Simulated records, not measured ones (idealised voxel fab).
Name of the process module below: voxel quadruple lines
Cross-section cut spans 225 nm and uses square cells 5 nm in size.
A cross-section is a grid of square cells, given in bands from the top down. A band is one or more rows of cells. Band: top and bottom heights (nm) first, top before bottom; then materials from left to right, widths in nm. "throughout" marks a sole material filling the band edge to edge. "air" denotes empty space. Counting heights begins at 0, where everything beneath is, in the wafer as received, one material. The lowest band has no bottom; it goes on downwards, as "from 0 down" shows. The notation "30->40" denotes a width that varies across the rows of cells in the band, beginning at the first number in the top row, finishing at the second number in the bottom row, and changing by an identical amount from each row to the next. Key: "no modification" - step with no changed cell in the cross-section. Reported under the label "Enclosed void catalog" are the empty spaces having no open way to the top and comprising 8 cells or more; the notation for each is width x height at distance, in which the distance is measured from the left edge and all three values are in nm. Note: text after step settings on the step line = simulator remark on that step. If you see "overlay nm" on a step's line and that step has a mask, it's telling you how far right of where it was planned the mask ended up; a negative number means it went left instead. Everything after this point is organized in pairs: a cross-section before one process step, a cross-section after it that shows only as deep as the lowest changed band, and, under the pair, the intervening step with its settings. Because different runs of this module on the same starting wafer can supply different pairs, a pair continues from the pair above it only if its entry headed "Prior to processing" says so.

### Prior to processing
	from 0 down | Si throughout
	Enclosed void catalog: none

### Cross-Section After Step
	from 10 to 0 | SiO2 throughout
	Under the height 0 nothing was changed.
	Enclosed void catalog: none
So what happens between those two cross-sections up there? CONFORMAL_DEP with material SiO2, thk nm 10

Prior to processing: The initial state for this step is given by the after cross-section of the immediately preceding pair.

### Cross-Section After Step
	from 20 to 10 | TiN throughout
	Under the height 10 nothing was changed.
	Enclosed void catalog: none
So what happens between those two cross-sections up there? DIRECTIONAL_DEP with material TiN, thk nm 10

Prior to processing: The initial state for this step is given by the after cross-section of the immediately preceding pair.

### Cross-Section After Step
	from 40 to 20 | polySi throughout
	Under the height 20 nothing was changed.
	Enclosed void catalog: none
So what happens between those two cross-sections up there? DIRECTIONAL_DEP with material polySi, thk nm 20

Prior to processing: The initial state for this step is given by the after cross-section of the immediately preceding pair.

### Cross-Section After Step
	from 60 to 40 | aC throughout
	Under the height 40 nothing was changed.
	Enclosed void catalog: none
So what happens between those two cross-sections up there? DIRECTIONAL_DEP with material aC, thk nm 20

Prior to processing: The initial state for this step is given by the after cross-section of the immediately preceding pair.

### Cross-Section After Step
	from 90 to 60 | air 95 nm  resist 30 nm  air 100 nm
	Under the height 60 nothing was changed.
	Enclosed void catalog: none
So what happens between those two cross-sections up there? PATTERN with tone cover, mask id MANDREL, material resist, width nm 30, thk nm 30, overlay nm 0

Prior to processing: The initial state for this step is given by the after cross-section of the immediately preceding pair.

### Cross-Section After Step
	from 70 to 60 | air 95 nm  resist 30 nm  air 100 nm
	from 60 to 40 | air 95 nm  aC 30 nm  air 100 nm
	Under the height 40 nothing was changed.
	Enclosed void catalog: none
So what happens between those two cross-sections up there? DIRECTIONAL_ETCH with etch materials aC, depth nm 20

Prior to processing: The initial state for this step is given by the after cross-section of the immediately preceding pair.

### Cross-Section After Step
	from 60 to 40 | air 95 nm  aC 30 nm  air 100 nm
	Under the height 40 nothing was changed.
	Enclosed void catalog: none
So what happens between those two cross-sections up there? STRIP with etch materials resist

Prior to processing: The initial state for this step is given by the after cross-section of the immediately preceding pair.

### Cross-Section After Step
	from 70 to 60 | air 85 nm  SiO2 50 nm  air 90 nm
	from 60 to 50 | air 85 nm  SiO2 10 nm  aC 30 nm  SiO2 10 nm  air 90 nm
	from 50 to 40 | SiO2 95 nm  aC 30 nm  SiO2 100 nm
	Under the height 40 nothing was changed.
	Enclosed void catalog: none
So what happens between those two cross-sections up there? CONFORMAL_DEP with material SiO2, thk nm 10

Prior to processing: The initial state for this step is given by the after cross-section of the immediately preceding pair.

### Cross-Section After Step
	from 60 to 40 | air 85 nm  SiO2 10 nm  aC 30 nm  SiO2 10 nm  air 90 nm
	Under the height 40 nothing was changed.
	Enclosed void catalog: none
So what happens between those two cross-sections up there? DIRECTIONAL_ETCH with etch materials SiO2, depth nm 10

Prior to processing: The initial state for this step is given by the after cross-section of the immediately preceding pair.

### Cross-Section After Step
	from 60 to 40 | air 85 nm  SiO2 10 nm  air 30 nm  SiO2 10 nm  air 90 nm
	Under the height 40 nothing was changed.
	Enclosed void catalog: none
So what happens between those two cross-sections up there? STRIP with etch materials aC

Prior to processing: The initial state for this step is given by the after cross-section of the immediately preceding pair.

### Cross-Section After Step
	from 60 to 40 | air 85 nm  SiO2 10 nm  air 30 nm  SiO2 10 nm  air 90 nm
	from 40 to 20 | air 85 nm  polySi 10 nm  air 30 nm  polySi 10 nm  air 90 nm
	Under the height 20 nothing was changed.
	Enclosed void catalog: none
So what happens between those two cross-sections up there? DIRECTIONAL_ETCH with etch materials polySi, depth nm 20

Prior to processing: The initial state for this step is given by the after cross-section of the immediately preceding pair.

### Cross-Section After Step
	from 40 to 20 | air 85 nm  polySi 10 nm  air 30 nm  polySi 10 nm  air 90 nm
	Under the height 20 nothing was changed.
	Enclosed void catalog: none
So what happens between those two cross-sections up there? STRIP with etch materials SiO2

Prior to processing: The initial state for this step is given by the after cross-section of the immediately preceding pair.

### Cross-Section After Step
	from 50 to 40 | air 75 nm  SiN 30 nm  air 10 nm  SiN 30 nm  air 80 nm
	from 40 to 30 | air 75 nm  SiN 10 nm  polySi 10 nm  SiN 10 nm  air 10 nm  SiN 10 nm  polySi 10 nm  SiN 10 nm  air 80 nm
	from 30 to 20 | SiN 85 nm  polySi 10 nm  SiN 30 nm  polySi 10 nm  SiN 90 nm
	Under the height 20 nothing was changed.
	Enclosed void catalog: none
So what happens between those two cross-sections up there? CONFORMAL_DEP with material SiN, thk nm 10

Prior to processing: The initial state for this step is given by the after cross-section of the immediately preceding pair.

### Cross-Section After Step
	from 40 to 20 | air 75 nm  SiN 10 nm  polySi 10 nm  SiN 10 nm  air 10 nm  SiN 10 nm  polySi 10 nm  SiN 10 nm  air 80 nm
	Under the height 20 nothing was changed.
	Enclosed void catalog: none
So what happens between those two cross-sections up there? DIRECTIONAL_ETCH with etch materials SiN, depth nm 10

Prior to processing: The initial state for this step is given by the after cross-section of the immediately preceding pair.

### Cross-Section After Step
	from 40 to 20 | air 75 nm  SiN 10 nm  air 10 nm  SiN 10 nm  air 10 nm  SiN 10 nm  air 10 nm  SiN 10 nm  air 80 nm
	Under the height 20 nothing was changed.
	Enclosed void catalog: none
So what happens between those two cross-sections up there? STRIP with etch materials polySi

Prior to processing: The initial state for this step is given by the after cross-section of the immediately preceding pair.

### Cross-Section After Step
	from 40 to 20 | air 75 nm  SiN 10 nm  air 10 nm  SiN 10 nm  air 10 nm  SiN 10 nm  air 10 nm  SiN 10 nm  air 80 nm
	from 20 to 10 | air 75 nm  TiN 10 nm  air 10 nm  TiN 10 nm  air 10 nm  TiN 10 nm  air 10 nm  TiN 10 nm  air 80 nm
	Under the height 10 nothing was changed.
	Enclosed void catalog: none
So what happens between those two cross-sections up there? DIRECTIONAL_ETCH with etch materials TiN, depth nm 10

Prior to processing: The initial state for this step is given by the after cross-section of the immediately preceding pair.

### Cross-Section After Step
	from 20 to 10 | air 75 nm  TiN 10 nm  air 10 nm  TiN 10 nm  air 10 nm  TiN 10 nm  air 10 nm  TiN 10 nm  air 80 nm
	Under the height 10 nothing was changed.
	Enclosed void catalog: none
So what happens between those two cross-sections up there? STRIP with etch materials SiN

Prior to processing: The initial state for this step is given by the after cross-section of the immediately preceding pair.

### Cross-Section After Step
	from 30 to 20 | lowk throughout
	from 20 to 10 | lowk 75 nm  TiN 10 nm  lowk 10 nm  TiN 10 nm  lowk 10 nm  TiN 10 nm  lowk 10 nm  TiN 10 nm  lowk 80 nm
	Under the height 10 nothing was changed.
	Enclosed void catalog: none
So what happens between those two cross-sections up there? FILL_DEP with material lowk, thk nm 10

Prior to processing: The initial state for this step is given by the after cross-section of the immediately preceding pair.

### Cross-Section After Step
	from 20 to 10 | lowk 75 nm  TiN 10 nm  lowk 10 nm  TiN 10 nm  lowk 10 nm  TiN 10 nm  lowk 10 nm  TiN 10 nm  lowk 80 nm
	Under the height 10 nothing was changed.
	Enclosed void catalog: none
So what happens between those two cross-sections up there? CMP with height nm 20

### Prior to processing
	from 0 down | Si throughout
	Enclosed void catalog: none

### Cross-Section After Step
	from 10 to 0 | TiN throughout
	Under the height 0 nothing was changed.
	Enclosed void catalog: none
So what happens between those two cross-sections up there? DIRECTIONAL_DEP with material TiN, thk nm 10

Prior to processing: The initial state for this step is given by the after cross-section of the immediately preceding pair.

### Cross-Section After Step
	from 30 to 10 | polySi throughout
	Under the height 10 nothing was changed.
	Enclosed void catalog: none
So what happens between those two cross-sections up there? DIRECTIONAL_DEP with material polySi, thk nm 20

Prior to processing: The initial state for this step is given by the after cross-section of the immediately preceding pair.

### Cross-Section After Step
	from 50 to 30 | aC throughout
	Under the height 30 nothing was changed.
	Enclosed void catalog: none
So what happens between those two cross-sections up there? DIRECTIONAL_DEP with material aC, thk nm 20

Prior to processing: The initial state for this step is given by the after cross-section of the immediately preceding pair.

### Cross-Section After Step
	from 80 to 50 | air 95 nm  resist 30 nm  air 100 nm
	Under the height 50 nothing was changed.
	Enclosed void catalog: none
So what happens between those two cross-sections up there? PATTERN with tone cover, mask id MANDREL, material resist, width nm 30, thk nm 30, overlay nm 0

Prior to processing: The initial state for this step is given by the after cross-section of the immediately preceding pair.

### Cross-Section After Step
	from 60 to 50 | air 95 nm  resist 30 nm  air 100 nm
	from 50 to 30 | air 95 nm  aC 30 nm  air 100 nm
	Under the height 30 nothing was changed.
	Enclosed void catalog: none
So what happens between those two cross-sections up there? DIRECTIONAL_ETCH with etch materials aC, depth nm 20

Prior to processing: The initial state for this step is given by the after cross-section of the immediately preceding pair.

### Cross-Section After Step
	from 50 to 30 | air 95 nm  aC 30 nm  air 100 nm
	Under the height 30 nothing was changed.
	Enclosed void catalog: none
So what happens between those two cross-sections up there? STRIP with etch materials resist

Prior to processing: The initial state for this step is given by the after cross-section of the immediately preceding pair.

### Cross-Section After Step
	from 60 to 50 | air 85 nm  SiO2 50 nm  air 90 nm
	from 50 to 40 | air 85 nm  SiO2 10 nm  aC 30 nm  SiO2 10 nm  air 90 nm
	from 40 to 30 | SiO2 95 nm  aC 30 nm  SiO2 100 nm
	Under the height 30 nothing was changed.
	Enclosed void catalog: none
So what happens between those two cross-sections up there? CONFORMAL_DEP with material SiO2, thk nm 10

Prior to processing: The initial state for this step is given by the after cross-section of the immediately preceding pair.

### Cross-Section After Step
	from 50 to 30 | air 85 nm  SiO2 10 nm  aC 30 nm  SiO2 10 nm  air 90 nm
	Under the height 30 nothing was changed.
	Enclosed void catalog: none
So what happens between those two cross-sections up there? DIRECTIONAL_ETCH with etch materials SiO2, depth nm 10

Prior to processing: The initial state for this step is given by the after cross-section of the immediately preceding pair.

### Cross-Section After Step
	from 50 to 30 | air 85 nm  SiO2 10 nm  air 30 nm  SiO2 10 nm  air 90 nm
	Under the height 30 nothing was changed.
	Enclosed void catalog: none
So what happens between those two cross-sections up there? STRIP with etch materials aC

Prior to processing: The initial state for this step is given by the after cross-section of the immediately preceding pair.

### Cross-Section After Step
	from 50 to 30 | air 85 nm  SiO2 10 nm  air 30 nm  SiO2 10 nm  air 90 nm
	from 30 to 10 | air 85 nm  polySi 10 nm  air 30 nm  polySi 10 nm  air 90 nm
	Under the height 10 nothing was changed.
	Enclosed void catalog: none
So what happens between those two cross-sections up there? DIRECTIONAL_ETCH with etch materials polySi, depth nm 20

Prior to processing: The initial state for this step is given by the after cross-section of the immediately preceding pair.

### Cross-Section After Step
	from 30 to 10 | air 85 nm  polySi 10 nm  air 30 nm  polySi 10 nm  air 90 nm
	Under the height 10 nothing was changed.
	Enclosed void catalog: none
So what happens between those two cross-sections up there? STRIP with etch materials SiO2

Prior to processing: The initial state for this step is given by the after cross-section of the immediately preceding pair.

### Cross-Section After Step
	from 40 to 30 | air 75 nm  SiN 30 nm  air 10 nm  SiN 30 nm  air 80 nm
	from 30 to 20 | air 75 nm  SiN 10 nm  polySi 10 nm  SiN 10 nm  air 10 nm  SiN 10 nm  polySi 10 nm  SiN 10 nm  air 80 nm
	from 20 to 10 | SiN 85 nm  polySi 10 nm  SiN 30 nm  polySi 10 nm  SiN 90 nm
	Under the height 10 nothing was changed.
	Enclosed void catalog: none
So what happens between those two cross-sections up there? CONFORMAL_DEP with material SiN, thk nm 10

Prior to processing: The initial state for this step is given by the after cross-section of the immediately preceding pair.

### Cross-Section After Step
	from 30 to 10 | air 75 nm  SiN 10 nm  polySi 10 nm  SiN 10 nm  air 10 nm  SiN 10 nm  polySi 10 nm  SiN 10 nm  air 80 nm
	Under the height 10 nothing was changed.
	Enclosed void catalog: none
So what happens between those two cross-sections up there? DIRECTIONAL_ETCH with etch materials SiN, depth nm 10

Prior to processing: The initial state for this step is given by the after cross-section of the immediately preceding pair.

### Cross-Section After Step
	from 30 to 10 | air 75 nm  SiN 10 nm  air 10 nm  SiN 10 nm  air 10 nm  SiN 10 nm  air 10 nm  SiN 10 nm  air 80 nm
	Under the height 10 nothing was changed.
	Enclosed void catalog: none
So what happens between those two cross-sections up there? STRIP with etch materials polySi

Prior to processing: The initial state for this step is given by the after cross-section of the immediately preceding pair.

### Cross-Section After Step
	from 30 to 10 | air 75 nm  SiN 10 nm  air 10 nm  SiN 10 nm  air 10 nm  SiN 10 nm  air 10 nm  SiN 10 nm  air 80 nm
	from 10 to 0 | air 75 nm  TiN 10 nm  air 10 nm  TiN 10 nm  air 10 nm  TiN 10 nm  air 10 nm  TiN 10 nm  air 80 nm
	Under the height 0 nothing was changed.
	Enclosed void catalog: none
So what happens between those two cross-sections up there? DIRECTIONAL_ETCH with etch materials TiN, depth nm 10

Prior to processing: The initial state for this step is given by the after cross-section of the immediately preceding pair.

### Cross-Section After Step
	from 10 to 0 | air 75 nm  TiN 10 nm  air 10 nm  TiN 10 nm  air 10 nm  TiN 10 nm  air 10 nm  TiN 10 nm  air 80 nm
	Under the height 0 nothing was changed.
	Enclosed void catalog: none
So what happens between those two cross-sections up there? STRIP with etch materials SiN

Prior to processing: The initial state for this step is given by the after cross-section of the immediately preceding pair.

### Cross-Section After Step
	from 20 to 10 | lowk throughout
	from 10 to 0 | lowk 75 nm  TiN 10 nm  lowk 10 nm  TiN 10 nm  lowk 10 nm  TiN 10 nm  lowk 10 nm  TiN 10 nm  lowk 80 nm
	Under the height 0 nothing was changed.
	Enclosed void catalog: none
So what happens between those two cross-sections up there? FILL_DEP with material lowk, thk nm 10

### Prior to processing
	from 30 to 20 | lowk throughout
	from 20 to 10 | lowk 75 nm  TiN 10 nm  lowk 10 nm  TiN 10 nm  lowk 10 nm  TiN 10 nm  lowk 10 nm  TiN 10 nm  lowk 80 nm
	from 10 to 0 | SiO2 throughout
	from 0 down | Si throughout
	Enclosed void catalog: none

### Cross-Section After Step
	from 40 to 20 | lowk throughout
	Under the height 20 nothing was changed.
	Enclosed void catalog: none
So what happens between those two cross-sections up there? FILL_DEP with material lowk, thk nm 10

Prior to processing: The initial state for this step is given by the after cross-section of the immediately preceding pair.

### Cross-Section After Step
	from 20 to 10 | lowk 75 nm  TiN 10 nm  lowk 10 nm  TiN 10 nm  lowk 10 nm  TiN 10 nm  lowk 10 nm  TiN 10 nm  lowk 80 nm
	Under the height 10 nothing was changed.
	Enclosed void catalog: none
So what happens between those two cross-sections up there? CMP with height nm 20

### Prior to processing
	from 10 to 0 | SiO2 throughout
	from 0 down | Si throughout
	Enclosed void catalog: none

### Cross-Section After Step
	from 30 to 10 | polySi throughout
	Under the height 10 nothing was changed.
	Enclosed void catalog: none
So what happens between those two cross-sections up there? DIRECTIONAL_DEP with material polySi, thk nm 20

Prior to processing: The initial state for this step is given by the after cross-section of the immediately preceding pair.

### Cross-Section After Step
	from 40 to 30 | TiN throughout
	Under the height 30 nothing was changed.
	Enclosed void catalog: none
So what happens between those two cross-sections up there? DIRECTIONAL_DEP with material TiN, thk nm 10

Prior to processing: The initial state for this step is given by the after cross-section of the immediately preceding pair.

### Cross-Section After Step
	from 60 to 40 | aC throughout
	Under the height 40 nothing was changed.
	Enclosed void catalog: none
So what happens between those two cross-sections up there? DIRECTIONAL_DEP with material aC, thk nm 20

Prior to processing: The initial state for this step is given by the after cross-section of the immediately preceding pair.

### Cross-Section After Step
	from 90 to 60 | air 95 nm  resist 30 nm  air 100 nm
	Under the height 60 nothing was changed.
	Enclosed void catalog: none
So what happens between those two cross-sections up there? PATTERN with tone cover, mask id MANDREL, material resist, width nm 30, thk nm 30, overlay nm 0

Prior to processing: The initial state for this step is given by the after cross-section of the immediately preceding pair.

### Cross-Section After Step
	from 70 to 60 | air 95 nm  resist 30 nm  air 100 nm
	from 60 to 40 | air 95 nm  aC 30 nm  air 100 nm
	Under the height 40 nothing was changed.
	Enclosed void catalog: none
So what happens between those two cross-sections up there? DIRECTIONAL_ETCH with etch materials aC, depth nm 20

Prior to processing: The initial state for this step is given by the after cross-section of the immediately preceding pair.

### Cross-Section After Step
	from 60 to 40 | air 95 nm  aC 30 nm  air 100 nm
	Under the height 40 nothing was changed.
	Enclosed void catalog: none
So what happens between those two cross-sections up there? STRIP with etch materials resist

Prior to processing: The initial state for this step is given by the after cross-section of the immediately preceding pair.

### Cross-Section After Step
	from 70 to 60 | air 85 nm  SiO2 50 nm  air 90 nm
	from 60 to 50 | air 85 nm  SiO2 10 nm  aC 30 nm  SiO2 10 nm  air 90 nm
	from 50 to 40 | SiO2 95 nm  aC 30 nm  SiO2 100 nm
	Under the height 40 nothing was changed.
	Enclosed void catalog: none
So what happens between those two cross-sections up there? CONFORMAL_DEP with material SiO2, thk nm 10

Prior to processing: The initial state for this step is given by the after cross-section of the immediately preceding pair.

### Cross-Section After Step
	from 60 to 40 | air 85 nm  SiO2 10 nm  aC 30 nm  SiO2 10 nm  air 90 nm
	Under the height 40 nothing was changed.
	Enclosed void catalog: none
So what happens between those two cross-sections up there? DIRECTIONAL_ETCH with etch materials SiO2, depth nm 10

Prior to processing: The initial state for this step is given by the after cross-section of the immediately preceding pair.

### Cross-Section After Step
	from 60 to 40 | air 85 nm  SiO2 10 nm  air 30 nm  SiO2 10 nm  air 90 nm
	Under the height 40 nothing was changed.
	Enclosed void catalog: none
So what happens between those two cross-sections up there? STRIP with etch materials aC

Prior to processing: The initial state for this step is given by the after cross-section of the immediately preceding pair.

### Cross-Section After Step
	from 40 to 30 | TiN throughout
	Under the height 30 nothing was changed.
	Enclosed void catalog: none
So what happens between those two cross-sections up there? STRIP with etch materials SiO2

Prior to processing: The initial state for this step is given by the after cross-section of the immediately preceding pair.

### Cross-Section After Step
	from 50 to 40 | SiN throughout
	Under the height 40 nothing was changed.
	Enclosed void catalog: none
So what happens between those two cross-sections up there? CONFORMAL_DEP with material SiN, thk nm 10

Prior to processing: The initial state for this step is given by the after cross-section of the immediately preceding pair.

### Cross-Section After Step
	from 40 to 30 | TiN throughout
	Under the height 30 nothing was changed.
	Enclosed void catalog: none
So what happens between those two cross-sections up there? DIRECTIONAL_ETCH with etch materials SiN, depth nm 10

Prior to processing: The initial state for this step is given by the after cross-section of the immediately preceding pair.

### Cross-Section After Step
	from 30 to 10 | polySi throughout
	Under the height 10 nothing was changed.
	Enclosed void catalog: none
So what happens between those two cross-sections up there? DIRECTIONAL_ETCH with etch materials TiN, depth nm 10

Prior to processing: The initial state for this step is given by the after cross-section of the immediately preceding pair.

### Cross-Section After Step
	from 40 to 30 | lowk throughout
	Under the height 30 nothing was changed.
	Enclosed void catalog: none
So what happens between those two cross-sections up there? FILL_DEP with material lowk, thk nm 10

Prior to processing: The initial state for this step is given by the after cross-section of the immediately preceding pair.

### Cross-Section After Step
	from 20 to 10 | polySi throughout
	Under the height 10 nothing was changed.
	Enclosed void catalog: none
So what happens between those two cross-sections up there? CMP with height nm 20

### Prior to processing
	from 30 to 20 | lowk throughout
	from 20 to 10 | lowk 75 nm  TiN 10 nm  lowk 10 nm  TiN 10 nm  lowk 10 nm  TiN 10 nm  lowk 10 nm  TiN 10 nm  lowk 80 nm
	from 10 to 0 | SiO2 throughout
	from 0 down | Si throughout
	Enclosed void catalog: none

### Cross-Section After Step
	from 25 to 20 | lowk throughout
	Under the height 20 nothing was changed.
	Enclosed void catalog: none
So what happens between those two cross-sections up there? CMP with height nm 25

### Prior to processing
	from 60 to 40 | aC throughout
	from 40 to 20 | polySi throughout
	from 20 to 10 | TiN throughout
	from 10 to 0 | SiO2 throughout
	from 0 down | Si throughout
	Enclosed void catalog: none

### Cross-Section After Step
	from 90 to 60 | air 100 nm  resist 20 nm  air 105 nm
	Under the height 60 nothing was changed.
	Enclosed void catalog: none
So what happens between those two cross-sections up there? PATTERN with tone cover, mask id MANDREL, material resist, width nm 20, thk nm 30, overlay nm 0

Prior to processing: The initial state for this step is given by the after cross-section of the immediately preceding pair.

### Cross-Section After Step
	from 70 to 60 | air 100 nm  resist 20 nm  air 105 nm
	from 60 to 40 | air 100 nm  aC 20 nm  air 105 nm
	Under the height 40 nothing was changed.
	Enclosed void catalog: none
So what happens between those two cross-sections up there? DIRECTIONAL_ETCH with etch materials aC, depth nm 20

Prior to processing: The initial state for this step is given by the after cross-section of the immediately preceding pair.

### Cross-Section After Step
	from 60 to 40 | air 100 nm  aC 20 nm  air 105 nm
	Under the height 40 nothing was changed.
	Enclosed void catalog: none
So what happens between those two cross-sections up there? STRIP with etch materials resist

Prior to processing: The initial state for this step is given by the after cross-section of the immediately preceding pair.

### Cross-Section After Step
	from 70 to 60 | air 90 nm  SiO2 40 nm  air 95 nm
	from 60 to 50 | air 90 nm  SiO2 10 nm  aC 20 nm  SiO2 10 nm  air 95 nm
	from 50 to 40 | SiO2 100 nm  aC 20 nm  SiO2 105 nm
	Under the height 40 nothing was changed.
	Enclosed void catalog: none
So what happens between those two cross-sections up there? CONFORMAL_DEP with material SiO2, thk nm 10

Prior to processing: The initial state for this step is given by the after cross-section of the immediately preceding pair.

### Cross-Section After Step
	from 60 to 40 | air 90 nm  SiO2 10 nm  aC 20 nm  SiO2 10 nm  air 95 nm
	Under the height 40 nothing was changed.
	Enclosed void catalog: none
So what happens between those two cross-sections up there? DIRECTIONAL_ETCH with etch materials SiO2, depth nm 10

Prior to processing: The initial state for this step is given by the after cross-section of the immediately preceding pair.

### Cross-Section After Step
	from 60 to 40 | air 90 nm  SiO2 10 nm  air 20 nm  SiO2 10 nm  air 95 nm
	Under the height 40 nothing was changed.
	Enclosed void catalog: none
So what happens between those two cross-sections up there? STRIP with etch materials aC

Prior to processing: The initial state for this step is given by the after cross-section of the immediately preceding pair.

### Cross-Section After Step
	from 60 to 40 | air 90 nm  SiO2 10 nm  air 20 nm  SiO2 10 nm  air 95 nm
	from 40 to 20 | air 90 nm  polySi 10 nm  air 20 nm  polySi 10 nm  air 95 nm
	Under the height 20 nothing was changed.
	Enclosed void catalog: none
So what happens between those two cross-sections up there? DIRECTIONAL_ETCH with etch materials polySi, depth nm 20

Prior to processing: The initial state for this step is given by the after cross-section of the immediately preceding pair.

### Cross-Section After Step
	from 40 to 20 | air 90 nm  polySi 10 nm  air 20 nm  polySi 10 nm  air 95 nm
	Under the height 20 nothing was changed.
	Enclosed void catalog: none
So what happens between those two cross-sections up there? STRIP with etch materials SiO2

Prior to processing: The initial state for this step is given by the after cross-section of the immediately preceding pair.

### Cross-Section After Step
	from 50 to 40 | air 80 nm  SiN 60 nm  air 85 nm
	from 40 to 30 | air 80 nm  SiN 10 nm  polySi 10 nm  SiN 20 nm  polySi 10 nm  SiN 10 nm  air 85 nm
	from 30 to 20 | SiN 90 nm  polySi 10 nm  SiN 20 nm  polySi 10 nm  SiN 95 nm
	Under the height 20 nothing was changed.
	Enclosed void catalog: none
So what happens between those two cross-sections up there? CONFORMAL_DEP with material SiN, thk nm 10

Prior to processing: The initial state for this step is given by the after cross-section of the immediately preceding pair.

### Cross-Section After Step
	from 40 to 20 | air 80 nm  SiN 10 nm  polySi 10 nm  SiN 20 nm  polySi 10 nm  SiN 10 nm  air 85 nm
	Under the height 20 nothing was changed.
	Enclosed void catalog: none
So what happens between those two cross-sections up there? DIRECTIONAL_ETCH with etch materials SiN, depth nm 10

Prior to processing: The initial state for this step is given by the after cross-section of the immediately preceding pair.

### Cross-Section After Step
	from 40 to 20 | air 80 nm  SiN 10 nm  air 10 nm  SiN 20 nm  air 10 nm  SiN 10 nm  air 85 nm
	Under the height 20 nothing was changed.
	Enclosed void catalog: none
So what happens between those two cross-sections up there? STRIP with etch materials polySi

Prior to processing: The initial state for this step is given by the after cross-section of the immediately preceding pair.

### Cross-Section After Step
	from 40 to 20 | air 80 nm  SiN 10 nm  air 10 nm  SiN 20 nm  air 10 nm  SiN 10 nm  air 85 nm
	from 20 to 10 | air 80 nm  TiN 10 nm  air 10 nm  TiN 20 nm  air 10 nm  TiN 10 nm  air 85 nm
	Under the height 10 nothing was changed.
	Enclosed void catalog: none
So what happens between those two cross-sections up there? DIRECTIONAL_ETCH with etch materials TiN, depth nm 10

Prior to processing: The initial state for this step is given by the after cross-section of the immediately preceding pair.

### Cross-Section After Step
	from 20 to 10 | air 80 nm  TiN 10 nm  air 10 nm  TiN 20 nm  air 10 nm  TiN 10 nm  air 85 nm
	Under the height 10 nothing was changed.
	Enclosed void catalog: none
So what happens between those two cross-sections up there? STRIP with etch materials SiN

Prior to processing: The initial state for this step is given by the after cross-section of the immediately preceding pair.

### Cross-Section After Step
	from 30 to 20 | lowk throughout
	from 20 to 10 | lowk 80 nm  TiN 10 nm  lowk 10 nm  TiN 20 nm  lowk 10 nm  TiN 10 nm  lowk 85 nm
	Under the height 10 nothing was changed.
	Enclosed void catalog: none
So what happens between those two cross-sections up there? FILL_DEP with material lowk, thk nm 10

Prior to processing: The initial state for this step is given by the after cross-section of the immediately preceding pair.

### Cross-Section After Step
	from 20 to 10 | lowk 80 nm  TiN 10 nm  lowk 10 nm  TiN 20 nm  lowk 10 nm  TiN 10 nm  lowk 85 nm
	Under the height 10 nothing was changed.
	Enclosed void catalog: none
So what happens between those two cross-sections up there? CMP with height nm 20

### Prior to processing
	from 60 to 40 | aC throughout
	from 40 to 20 | polySi throughout
	from 20 to 10 | TiN throughout
	from 10 to 0 | SiO2 throughout
	from 0 down | Si throughout
	Enclosed void catalog: none

### Cross-Section After Step
	from 90 to 60 | air 90 nm  resist 30 nm  air 105 nm
	Under the height 60 nothing was changed.
	Enclosed void catalog: none
So what happens between those two cross-sections up there? PATTERN with tone cover, mask id MANDREL, material resist, width nm 30, thk nm 30, overlay nm -5

Prior to processing: The initial state for this step is given by the after cross-section of the immediately preceding pair.

### Cross-Section After Step
	from 70 to 60 | air 90 nm  resist 30 nm  air 105 nm
	from 60 to 40 | air 90 nm  aC 30 nm  air 105 nm
	Under the height 40 nothing was changed.
	Enclosed void catalog: none
So what happens between those two cross-sections up there? DIRECTIONAL_ETCH with etch materials aC, depth nm 20

Prior to processing: The initial state for this step is given by the after cross-section of the immediately preceding pair.

### Cross-Section After Step
	from 60 to 40 | air 90 nm  aC 30 nm  air 105 nm
	Under the height 40 nothing was changed.
	Enclosed void catalog: none
So what happens between those two cross-sections up there? STRIP with etch materials resist

Prior to processing: The initial state for this step is given by the after cross-section of the immediately preceding pair.

### Cross-Section After Step
	from 70 to 60 | air 80 nm  SiO2 50 nm  air 95 nm
	from 60 to 50 | air 80 nm  SiO2 10 nm  aC 30 nm  SiO2 10 nm  air 95 nm
	from 50 to 40 | SiO2 90 nm  aC 30 nm  SiO2 105 nm
	Under the height 40 nothing was changed.
	Enclosed void catalog: none
So what happens between those two cross-sections up there? CONFORMAL_DEP with material SiO2, thk nm 10

Prior to processing: The initial state for this step is given by the after cross-section of the immediately preceding pair.

### Cross-Section After Step
	from 60 to 40 | air 80 nm  SiO2 10 nm  aC 30 nm  SiO2 10 nm  air 95 nm
	Under the height 40 nothing was changed.
	Enclosed void catalog: none
So what happens between those two cross-sections up there? DIRECTIONAL_ETCH with etch materials SiO2, depth nm 10

Prior to processing: The initial state for this step is given by the after cross-section of the immediately preceding pair.

### Cross-Section After Step
	from 60 to 40 | air 80 nm  SiO2 10 nm  air 30 nm  SiO2 10 nm  air 95 nm
	Under the height 40 nothing was changed.
	Enclosed void catalog: none
So what happens between those two cross-sections up there? STRIP with etch materials aC

Prior to processing: The initial state for this step is given by the after cross-section of the immediately preceding pair.

### Cross-Section After Step
	from 60 to 40 | air 80 nm  SiO2 10 nm  air 30 nm  SiO2 10 nm  air 95 nm
	from 40 to 20 | air 80 nm  polySi 10 nm  air 30 nm  polySi 10 nm  air 95 nm
	Under the height 20 nothing was changed.
	Enclosed void catalog: none
So what happens between those two cross-sections up there? DIRECTIONAL_ETCH with etch materials polySi, depth nm 20

Prior to processing: The initial state for this step is given by the after cross-section of the immediately preceding pair.

### Cross-Section After Step
	from 40 to 20 | air 80 nm  polySi 10 nm  air 30 nm  polySi 10 nm  air 95 nm
	Under the height 20 nothing was changed.
	Enclosed void catalog: none
So what happens between those two cross-sections up there? STRIP with etch materials SiO2

Prior to processing: The initial state for this step is given by the after cross-section of the immediately preceding pair.

### Cross-Section After Step
	from 50 to 40 | air 70 nm  SiN 30 nm  air 10 nm  SiN 30 nm  air 85 nm
	from 40 to 30 | air 70 nm  SiN 10 nm  polySi 10 nm  SiN 10 nm  air 10 nm  SiN 10 nm  polySi 10 nm  SiN 10 nm  air 85 nm
	from 30 to 20 | SiN 80 nm  polySi 10 nm  SiN 30 nm  polySi 10 nm  SiN 95 nm
	Under the height 20 nothing was changed.
	Enclosed void catalog: none
So what happens between those two cross-sections up there? CONFORMAL_DEP with material SiN, thk nm 10

Prior to processing: The initial state for this step is given by the after cross-section of the immediately preceding pair.

### Cross-Section After Step
	from 40 to 20 | air 70 nm  SiN 10 nm  polySi 10 nm  SiN 10 nm  air 10 nm  SiN 10 nm  polySi 10 nm  SiN 10 nm  air 85 nm
	Under the height 20 nothing was changed.
	Enclosed void catalog: none
So what happens between those two cross-sections up there? DIRECTIONAL_ETCH with etch materials SiN, depth nm 10
